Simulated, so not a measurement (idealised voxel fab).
Herein follows the process module entitled voxel plated lines.
Pictured: cross-section cut, 270 nm wide, on a grid of 5 nm square cells.
Reading order for cross-sections: top band down to bottom band. Underlying form: a grid of square cells. Band size: one or more rows of cells.
The band entry comprises the height of the band's top followed by the height of its bottom, expressed in nm, and subsequently the band's materials from left to right, each stated together with its width in nm. Where a single material is marked with the word "throughout", that material fills the band from edge to edge. The word "empty" represents empty space.
Below 0: as-received wafer, all one material; heights counted from there. Lowest band: no bottom, goes on down, written "z 0 and below".
Graded width ("30 to 40"): value in top row of band = first number; value in bottom row = second number; row-to-row change constant.
The designation "everything unchanged", where it is given for a processing step, indicates that no cell of the cross-section was altered in the course of that step.
Empty spaces counting at least 8 cells and having no open way to the top are listed in "Trapped cavities". The notation width x height at distance is used for each, the distance being from the left edge and all three values in nm.
On a step's line, text after the settings is the simulator commenting on that step.
If you see "overlay nm" on a step's line and that step has a mask, it's telling you how far right of where it was planned the mask ended up; a negative number means it went left instead.

Process steps foreseen in the plan:
- 1: RECEIVE with material Si
- 2: CONFORMAL_DEP with material SiO2, thk nm 10
- 3: DIRECTIONAL_DEP with material TiN, thk nm 5
- 4: PATTERN with tone open, mask id LINES, material resist, width nm 25, pitch nm 40, thk nm 20, overlay nm 0
- 5: EPI with material Ru, thk nm 5
- 6: STRIP with etch materials resist
- 7: DIRECTIONAL_ETCH with etch materials TiN, depth nm 5
- 8: CONFORMAL_DEP with material SiN, thk nm 5

Wafer cross-section on receipt, i.e. after step 1:
    z 0 and below | Si throughout
    Trapped cavities: none

Final cross-section, module run with one mistake (start and plan as above):
    z 25 to 20 | empty 80, then SiN 25, then empty 15, then SiN 25, then empty 15, then SiN 25, then empty 85
    z 20 to 15 | empty 80, then SiN 5, then Ru 15, then SiN 5, then empty 15, then SiN 5, then Ru 15, then SiN 5, then empty 15, then SiN 5, then Ru 15, then SiN 5, then empty 85
    z 15 to 10 | SiN 85, then TiN 15, then SiN 25, then TiN 15, then SiN 25, then TiN 15, then SiN 90
    z 10 to 0 | SiO2 throughout
    z 0 and below | Si throughout
    Trapped cavities: none
What was the processing mistake? step 4 was processed under conditions differing from the plan, specifically as PATTERN with tone open, mask id LINES, material resist, width nm 15, pitch nm 40, thk nm 20, overlay nm 0
